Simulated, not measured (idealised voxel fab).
Documented hereafter: the process module known as voxel transistor to metal.
The figure presents cross-section cut, which has a width of 210 nm and is divided into square cells with an edge length of 5 nm.
Reading order for cross-sections: top band down to bottom band. Underlying form: a grid of square cells. Band size: one or more rows of cells. Band entry format. Leading values: height of top, height of bottom, nm. Remainder: materials in left-to-right order, each with its width in nm. Special words: "all across" on a single material, which then fills the band edge to edge; "air", empty space. Measure heights from 0. That's the level where, below it, the as-received wafer is all one material. The lowest band is bottomless and extends downward; write it as in "0 and below". The two numbers in a width such as "30->40" mark its ends across the band: the first belongs to the top row of cells, the second to the bottom row, and from each row to the next the width moves by the same amount. Where a step carries "remained the same", the cross-section came out of it unchanged, cell for cell. The label "Unvented cavities" introduces a list of the empty spaces, 8 cells or larger, that have no open way up to the top; each entry in it reads width x height at distance, where the distance is taken from the left edge and all three are stated in nm. The remark found on a step's line after its settings is issued by the simulator itself and pertains to that step. "overlay nm", when on a step's line for a step with a mask, measures how far to the right of its planned place the mask lay; a negative measure means to the left.
Planned process steps
| 1 | RECEIVE (material Si) |
| 2 | CONFORMAL_DEP (material SiO2; thk nm 5) |
| 3 | CONFORMAL_DEP (material SiN; thk nm 15) |
| 4 | DIRECTIONAL_DEP (material aC; thk nm 10) |
| 5 | PATTERN (tone cover; mask id ACTIVE; material resist; width nm 115; thk nm 25; overlay nm 0) |
| 6 | DIRECTIONAL_ETCH (etch materials aC; depth nm 10) |
| 7 | STRIP (etch materials resist) |
| 8 | DIRECTIONAL_ETCH (etch materials SiN; depth nm 15) |
| 9 | DIRECTIONAL_ETCH (etch materials SiO2; depth nm 5) |
| 10 | DIRECTIONAL_ETCH (etch materials Si; depth nm 20) |
| 11 | STRIP (etch materials aC) |
| 12 | OXIDIZE (depth nm 5) |
| 13 | FILL_DEP (material SiO2; thk nm 15) |
| 14 | CMP (height nm 20) |
| 15 | SELECTIVE_ETCH (etch materials SiO2; depth nm 15) |
| 16 | STRIP (etch materials SiN) |
| 17 | SELECTIVE_ETCH (etch materials SiO2; depth nm 5) |
| 18 | OXIDIZE (depth nm 5) |
| 19 | DIRECTIONAL_DEP (material polySi; thk nm 30) |
| 20 | DIRECTIONAL_DEP (material SiCN; thk nm 10) |
| 21 | PATTERN (tone cover; mask id GATE; material resist; width nm 25; thk nm 20; overlay nm 0) |
| 22 | DIRECTIONAL_ETCH (etch materials SiCN; depth nm 20) |
| 23 | DIRECTIONAL_ETCH (etch materials polySi; depth nm 40) |
| 24 | STRIP (etch materials resist) |
| 25 | CONFORMAL_DEP (material SiO2; thk nm 5) |
| 26 | DIRECTIONAL_ETCH (etch materials SiO2; depth nm 5) |
| 27 | CONFORMAL_DEP (material SiN; thk nm 5) |
| 28 | DIRECTIONAL_ETCH (etch materials SiN; depth nm 5) |
| 29 | DIRECTIONAL_ETCH (etch materials SiO2; depth nm 5) |
| 30 | EPI (material SiGe; thk nm 5) |
| 31 | FILL_DEP (material SiO2; thk nm 10) |
| 32 | CMP (height nm 40) |
| 33 | DIRECTIONAL_DEP (material SiO2; thk nm 10) |
| 34 | MASKED_ETCH (tone open; mask id CONTACT; width nm 30; pitch nm 65; etch materials SiO2; depth nm 50; overlay nm 0) |
| 35 | CONFORMAL_DEP (material TiN; thk nm 5) |
| 36 | FILL_DEP (material W; thk nm 10) |
| 37 | CMP (height nm 50) |
| 38 | CONFORMAL_DEP (material SiN; thk nm 5) |
| 39 | DIRECTIONAL_DEP (material SiO2; thk nm 20) |
| 40 | MASKED_ETCH (tone open; mask id METAL_1; width nm 15; pitch nm 80; etch materials SiO2; depth nm 20; overlay nm 0) |
| 41 | MASKED_ETCH (tone open; mask id METAL_1; width nm 15; pitch nm 80; etch materials SiN; depth nm 5; overlay nm 0) |
| 42 | CONFORMAL_DEP (material TiN; thk nm 5) |
| 43 | FILL_DEP (material W; thk nm 10) |
| 44 | CMP (height nm 75) |
| 45 | EPI (material Ru; thk nm 5) |
| 46 | FILL_DEP (material SiCN; thk nm 5) |
First of two wafers, processed according to plan
Cross-section of the incoming wafer, state after step 1
* 0 and below: Si all across
* Unvented cavities: none
Wafer after step 2 (cross-section)
* 5 down to 0: SiO2 all across
* At heights below 0, the structure remains unaltered.
Wafer after step 3 (cross-section)
* 20 down to 5: SiN all across
* At heights below 5, the structure remains unaltered.
Wafer after step 4 (cross-section)
* 30 down to 20: aC all across
* At heights below 20, the structure remains unaltered.
Wafer after step 5 (cross-section)
* 55 down to 30: air 45, then resist 115, then air 50
* At heights below 30, the structure remains unaltered.
Wafer after step 6 (cross-section)
* 45 down to 30: air 45, then resist 115, then air 50
* 30 down to 20: air 45, then aC 115, then air 50
* At heights below 20, the structure remains unaltered.
Wafer after step 7 (cross-section)
* 30 down to 20: air 45, then aC 115, then air 50
* At heights below 20, the structure remains unaltered.
Wafer after step 8 (cross-section)
* 30 down to 20: air 45, then aC 115, then air 50
* 20 down to 5: air 45, then SiN 115, then air 50
* At heights below 5, the structure remains unaltered.
Wafer after step 9 (cross-section)
* 30 down to 20: air 45, then aC 115, then air 50
* 20 down to 5: air 45, then SiN 115, then air 50
* 5 down to 0: air 45, then SiO2 115, then air 50
* At heights below 0, the structure remains unaltered.
Wafer after step 10 (cross-section)
* 30 down to 20: air 45, then aC 115, then air 50
* 20 down to 5: air 45, then SiN 115, then air 50
* 5 down to 0: air 45, then SiO2 115, then air 50
* 0 down to -20: air 45, then Si 115, then air 50
* At heights below -20, the structure remains unaltered.
Wafer after step 11 (cross-section)
* 20 down to 5: air 45, then SiN 115, then air 50
* At heights below 5, the structure remains unaltered.
Wafer after step 12 (cross-section)
* 20 down to 5: air 45, then SiN 115, then air 50
* 5 down to 0: air 45, then SiO2 115, then air 50
* 0 down to -20: air 45, then SiO2 5, then Si 105, then SiO2 5, then air 50
* -20 down to -25: SiO2 50, then Si 105, then SiO2 55
* At heights below -25, the structure remains unaltered.
Wafer after step 13 (cross-section)
* 35 down to 20: SiO2 all across
* 20 down to 5: SiO2 45, then SiN 115, then SiO2 50
* 5 down to 0: SiO2 all across
* 0 down to -25: SiO2 50, then Si 105, then SiO2 55
* At heights below -25, the structure remains unaltered.
Wafer after step 14 (cross-section)
* 20 down to 5: SiO2 45, then SiN 115, then SiO2 50
* At heights below 5, the structure remains unaltered.
Wafer after step 15 (cross-section)
* 20 down to 5: air 45, then SiN 115, then air 50
* At heights below 5, the structure remains unaltered.
Wafer after step 16 (cross-section)
* 5 down to 0: SiO2 all across
* At heights below 0, the structure remains unaltered.
Wafer after step 17 (cross-section)
* 0 down to -25: SiO2 50, then Si 105, then SiO2 55
* At heights below -25, the structure remains unaltered.
Wafer after step 18 (cross-section)
* 0 down to -5: SiO2 all across
* At heights below -5, the structure remains unaltered.
Wafer after step 19 (cross-section)
* 30 down to 0: polySi all across
* At heights below 0, the structure remains unaltered.
Wafer after step 20 (cross-section)
* 40 down to 30: SiCN all across
* At heights below 30, the structure remains unaltered.
Wafer after step 21 (cross-section)
* 60 down to 40: air 90, then resist 25, then air 95
* At heights below 40, the structure remains unaltered.
Wafer after step 22 (cross-section)
* 60 down to 40: air 90, then resist 25, then air 95
* 40 down to 30: air 90, then SiCN 25, then air 95
* At heights below 30, the structure remains unaltered.
Wafer after step 23 (cross-section)
* 60 down to 40: air 90, then resist 25, then air 95
* 40 down to 30: air 90, then SiCN 25, then air 95
* 30 down to 0: air 90, then polySi 25, then air 95
* At heights below 0, the structure remains unaltered.
Wafer after step 24 (cross-section)
* 40 down to 30: air 90, then SiCN 25, then air 95
* At heights below 30, the structure remains unaltered.
Wafer after step 25 (cross-section)
* 45 down to 40: air 85, then SiO2 35, then air 90
* 40 down to 30: air 85, then SiO2 5, then SiCN 25, then SiO2 5, then air 90
* 30 down to 5: air 85, then SiO2 5, then polySi 25, then SiO2 5, then air 90
* 5 down to 0: SiO2 90, then polySi 25, then SiO2 95
* At heights below 0, the structure remains unaltered.
Wafer after step 26 (cross-section)
* 40 down to 30: air 85, then SiO2 5, then SiCN 25, then SiO2 5, then air 90
* 30 down to 0: air 85, then SiO2 5, then polySi 25, then SiO2 5, then air 90
* At heights below 0, the structure remains unaltered.
Wafer after step 27 (cross-section)
* 45 down to 40: air 80, then SiN 45, then air 85
* 40 down to 30: air 80, then SiN 5, then SiO2 5, then SiCN 25, then SiO2 5, then SiN 5, then air 85
* 30 down to 5: air 80, then SiN 5, then SiO2 5, then polySi 25, then SiO2 5, then SiN 5, then air 85
* 5 down to 0: SiN 85, then SiO2 5, then polySi 25, then SiO2 5, then SiN 90
* At heights below 0, the structure remains unaltered.
Wafer after step 28 (cross-section)
* 40 down to 30: air 80, then SiN 5, then SiO2 5, then SiCN 25, then SiO2 5, then SiN 5, then air 85
* 30 down to 0: air 80, then SiN 5, then SiO2 5, then polySi 25, then SiO2 5, then SiN 5, then air 85
* At heights below 0, the structure remains unaltered.
Wafer after step 29 (cross-section)
* 40 down to 35: air 80, then SiN 5, then air 5, then SiCN 25, then air 5, then SiN 5, then air 85
* 35 down to 30: air 80, then SiN 5, then SiO2 5, then SiCN 25, then SiO2 5, then SiN 5, then air 85
* 30 down to 0: air 80, then SiN 5, then SiO2 5, then polySi 25, then SiO2 5, then SiN 5, then air 85
* 0 down to -5: air 80, then SiO2 45, then air 85
* At heights below -5, the structure remains unaltered.
Wafer after step 30 (cross-section)
* 40 down to 35: air 80, then SiN 5, then air 5, then SiCN 25, then air 5, then SiN 5, then air 85
* 35 down to 30: air 80, then SiN 5, then SiO2 5, then SiCN 25, then SiO2 5, then SiN 5, then air 85
* 30 down to 0: air 80, then SiN 5, then SiO2 5, then polySi 25, then SiO2 5, then SiN 5, then air 85
* 0 down to -5: air 45, then SiGe 35, then SiO2 45, then SiGe 35, then air 50
* At heights below -5, the structure remains unaltered.
Wafer after step 31 (cross-section)
* 50 down to 40: SiO2 all across
* 40 down to 30: SiO2 80, then SiN 5, then SiO2 5, then SiCN 25, then SiO2 5, then SiN 5, then SiO2 85
* 30 down to 0: SiO2 80, then SiN 5, then SiO2 5, then polySi 25, then SiO2 5, then SiN 5, then SiO2 85
* 0 down to -5: SiO2 45, then SiGe 35, then SiO2 45, then SiGe 35, then SiO2 50
* At heights below -5, the structure remains unaltered.
Wafer after step 32 (cross-section)
* 40 down to 30: SiO2 80, then SiN 5, then SiO2 5, then SiCN 25, then SiO2 5, then SiN 5, then SiO2 85
* At heights below 30, the structure remains unaltered.
Wafer after step 33 (cross-section)
* 50 down to 40: SiO2 all across
* At heights below 40, the structure remains unaltered.
Wafer after step 34 (cross-section)
* 50 down to 40: SiO2 55, then air 30, then SiO2 35, then air 30, then SiO2 60
* 40 down to 30: SiO2 55, then air 25, then SiN 5, then SiO2 5, then SiCN 25, then SiO2 5, then SiN 5, then air 25, then SiO2 60
* 30 down to 0: SiO2 55, then air 25, then SiN 5, then SiO2 5, then polySi 25, then SiO2 5, then SiN 5, then air 25, then SiO2 60
* At heights below 0, the structure remains unaltered.
Wafer after step 35 (cross-section)
* 55 down to 50: TiN 60, then air 20, then TiN 45, then air 20, then TiN 65
* 50 down to 40: SiO2 55, then TiN 5, then air 20->15, then TiN 5->10, then SiO2 35, then TiN 5->10, then air 20->15, then TiN 5, then SiO2 60
* 40 down to 30: SiO2 55, then TiN 5, then air 15, then TiN 5, then SiN 5, then SiO2 5, then SiCN 25, then SiO2 5, then SiN 5, then TiN 5, then air 15, then TiN 5, then SiO2 60
* 30 down to 5: SiO2 55, then TiN 5, then air 15, then TiN 5, then SiN 5, then SiO2 5, then polySi 25, then SiO2 5, then SiN 5, then TiN 5, then air 15, then TiN 5, then SiO2 60
* 5 down to 0: SiO2 55, then TiN 25, then SiN 5, then SiO2 5, then polySi 25, then SiO2 5, then SiN 5, then TiN 25, then SiO2 60
* At heights below 0, the structure remains unaltered.
Wafer after step 36 (cross-section)
* 65 down to 55: W all across
* 55 down to 50: TiN 60, then W 20, then TiN 45, then W 20, then TiN 65
* 50 down to 40: SiO2 55, then TiN 5, then W 20->15, then TiN 5->10, then SiO2 35, then TiN 5->10, then W 20->15, then TiN 5, then SiO2 60
* 40 down to 30: SiO2 55, then TiN 5, then W 15, then TiN 5, then SiN 5, then SiO2 5, then SiCN 25, then SiO2 5, then SiN 5, then TiN 5, then W 15, then TiN 5, then SiO2 60
* 30 down to 5: SiO2 55, then TiN 5, then W 15, then TiN 5, then SiN 5, then SiO2 5, then polySi 25, then SiO2 5, then SiN 5, then TiN 5, then W 15, then TiN 5, then SiO2 60
* At heights below 5, the structure remains unaltered.
Wafer after step 37 (cross-section)
* 50 down to 40: SiO2 55, then TiN 5, then W 20->15, then TiN 5->10, then SiO2 35, then TiN 5->10, then W 20->15, then TiN 5, then SiO2 60
* At heights below 40, the structure remains unaltered.
Wafer after step 38 (cross-section)
* 55 down to 50: SiN all across
* At heights below 50, the structure remains unaltered.
Wafer after step 39 (cross-section)
* 75 down to 55: SiO2 all across
* At heights below 55, the structure remains unaltered.
Wafer after step 40 (cross-section)
* 75 down to 55: SiO2 55, then air 15, then SiO2 65, then air 15, then SiO2 60
* At heights below 55, the structure remains unaltered.
Wafer after step 41 (cross-section)
* 75 down to 55: SiO2 55, then air 15, then SiO2 65, then air 15, then SiO2 60
* 55 down to 50: SiN 55, then air 15, then SiN 65, then air 15, then SiN 60
* At heights below 50, the structure remains unaltered.
Wafer after step 42 (cross-section)
* 80 down to 75: TiN 60, then air 5, then TiN 75, then air 5, then TiN 65
* 75 down to 55: SiO2 55, then TiN 5, then air 5, then TiN 5, then SiO2 65, then TiN 5, then air 5, then TiN 5, then SiO2 60
* 55 down to 50: SiN 55, then TiN 15, then SiN 65, then TiN 15, then SiN 60
* At heights below 50, the structure remains unaltered.
Wafer after step 43 (cross-section)
* 90 down to 80: W all across
* 80 down to 75: TiN 60, then W 5, then TiN 75, then W 5, then TiN 65
* 75 down to 55: SiO2 55, then TiN 5, then W 5, then TiN 5, then SiO2 65, then TiN 5, then W 5, then TiN 5, then SiO2 60
* At heights below 55, the structure remains unaltered.
Wafer after step 44 (cross-section)
* 75 down to 55: SiO2 55, then TiN 5, then W 5, then TiN 5, then SiO2 65, then TiN 5, then W 5, then TiN 5, then SiO2 60
* At heights below 55, the structure remains unaltered.
Wafer after step 45 (cross-section)
* 80 down to 75: air 50, then Ru 25, then air 55, then Ru 25, then air 55
* At heights below 75, the structure remains unaltered.
Wafer after step 46 (cross-section)
* 85 down to 80: SiCN all across
* 80 down to 75: SiCN 50, then Ru 25, then SiCN 55, then Ru 25, then SiCN 55
* At heights below 75, the structure remains unaltered.
Wafer two of the pair: same origin, same plan, one error during the run; identical to wafer one up to and including step 37
Second wafer at the planned finish of step 38, seen in cross-section
* 65 down to 50: SiN all across
* At heights below 50, the structure remains unaltered.
Second wafer at the planned finish of step 39, seen in cross-section
* 85 down to 65: SiO2 all across
* At heights below 65, the structure remains unaltered.
Second wafer at the planned finish of step 40, seen in cross-section
* 85 down to 65: SiO2 55, then air 15, then SiO2 65, then air 15, then SiO2 60
* At heights below 65, the structure remains unaltered.
Second wafer at the planned finish of step 41, seen in cross-section
* 85 down to 65: SiO2 55, then air 15, then SiO2 65, then air 15, then SiO2 60
* 65 down to 60: SiN 55, then air 15, then SiN 65, then air 15, then SiN 60
* At heights below 60, the structure remains unaltered.
Second wafer at the planned finish of step 42, seen in cross-section
* 90 down to 85: TiN 60, then air 5, then TiN 75, then air 5, then TiN 65
* 85 down to 65: SiO2 55, then TiN 5, then air 5, then TiN 5, then SiO2 65, then TiN 5, then air 5, then TiN 5, then SiO2 60
* 65 down to 60: SiN 55, then TiN 15, then SiN 65, then TiN 15, then SiN 60
* At heights below 60, the structure remains unaltered.
Second wafer at the planned finish of step 43, seen in cross-section
* 100 down to 90: W all across
* 90 down to 85: TiN 60, then W 5, then TiN 75, then W 5, then TiN 65
* 85 down to 65: SiO2 55, then TiN 5, then W 5, then TiN 5, then SiO2 65, then TiN 5, then W 5, then TiN 5, then SiO2 60
* At heights below 65, the structure remains unaltered.
Second wafer at the planned finish of step 44, seen in cross-section
* 75 down to 65: SiO2 55, then TiN 5, then W 5, then TiN 5, then SiO2 65, then TiN 5, then W 5, then TiN 5, then SiO2 60
* At heights below 65, the structure remains unaltered.
Second wafer at the planned finish of step 45, seen in cross-section
* 80 down to 75: air 50, then Ru 25, then air 55, then Ru 25, then air 55
* At heights below 75, the structure remains unaltered.
Second wafer at the planned finish of step 46, seen in cross-section
* 85 down to 80: SiCN all across
* 80 down to 75: SiCN 50, then Ru 25, then SiCN 55, then Ru 25, then SiCN 55
* At heights below 75, the structure remains unaltered.
It is concluded that the wafer was processed incorrectly with respect to the plan, in that step 38 did not happen as planned, as run it was CONFORMAL_DEP (material SiN; thk nm 15)
Heads up, by the end the second wafer has more or fewer cells of some materials compared to the first: SiN +84 | SiO2 -72 | TiN -8 | W -4
